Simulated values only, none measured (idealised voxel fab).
Title: Process Module voxel trench capacitor
We display cut, a cross-section 195 nm in width whose square cells are each 5 nm.
Square cells in a grid make up a cross-section in this document, and the grid is given as bands, listed from the top down, each one or more rows of cells. Basically the band line says how high the top is and how high the bottom is, in nm, and then what's in it from left to right, every material with its width in nm. Empty space shows up as "empty", and if a single material carries "edge to edge" it runs the full band edge to edge. Convention: height 0 is the level below which the wafer, as received, is all one material. The lowest band does not terminate at the bottom but continues downward, represented as "0..down". The two numbers in a width such as "30->40" mark its ends across the band: the first belongs to the top row of cells, the second to the bottom row, and from each row to the next the width moves by the same amount. Where the words "nothing altered" appear for a step, the cross-section shows no cell changed by that step; every cell remained as before. "Closed voids list" enumerates empty spaces isolated from the top, with no open way to it, that contain at least 8 cells, giving each as width x height at distance from the left edge, all three in nm. On each step's line, the part that comes after the settings is the simulator's own comment on the step. The optional step-line setting "overlay nm" applies to steps with a mask and quantifies how far to the right of its planned location the mask lay, a negative value indicating leftward placement.
[Planned step list for the process]
1) RECEIVE,material Si
2) CONFORMAL_DEP,material SiN,thk nm 10
3) PATTERN,tone open,mask id TRENCH,material resist,width nm 25,pitch nm 45,thk nm 15,overlay nm 0
4) DIRECTIONAL_ETCH,etch materials SiN,depth nm 10
5) DIRECTIONAL_ETCH,etch materials Si,depth nm 30
6) STRIP,etch materials resist
7) CONFORMAL_DEP,material Al2O3,thk nm 5
8) CONFORMAL_DEP,material TiN,thk nm 5
9) FILL_DEP,material W,thk nm 5
10) CMP,height nm 10
[Incoming wafer, cross-sectional view, post step 1]
  0..down: Si edge to edge
  Closed voids list: none
[The plan above was carried out on the starting structure above with one mistake, and this cross-section shows the wafer at the end of the module]
  10..0: SiN: 40  Al2O3: 5  TiN: 5  W: 10  TiN: 5  Al2O3: 5  SiN: 15  Al2O3: 5  TiN: 5  W: 10  TiN: 5  Al2O3: 5  SiN: 15  Al2O3: 5  TiN: 5  W: 10  TiN: 5  Al2O3: 5  SiN: 35
  0..-20: Si: 40  Al2O3: 5  TiN: 5  W: 10  TiN: 5  Al2O3: 5  Si: 15  Al2O3: 5  TiN: 5  W: 10  TiN: 5  Al2O3: 5  Si: 15  Al2O3: 5  TiN: 5  W: 10  TiN: 5  Al2O3: 5  Si: 35
  -20..-25: Si: 40  Al2O3: 5  TiN: 20  Al2O3: 5  Si: 15  Al2O3: 5  TiN: 20  Al2O3: 5  Si: 15  Al2O3: 5  TiN: 20  Al2O3: 5  Si: 35
  -25..-30: Si: 40  Al2O3: 30  Si: 15  Al2O3: 30  Si: 15  Al2O3: 30  Si: 35
  -30..down: Si edge to edge
  Closed voids list: none
Run error: step 3 ran with different settings than intended, the actual operation and settings being PATTERN,tone open,mask id TRENCH,material resist,width nm 30,pitch nm 45,thk nm 15,overlay nm 0
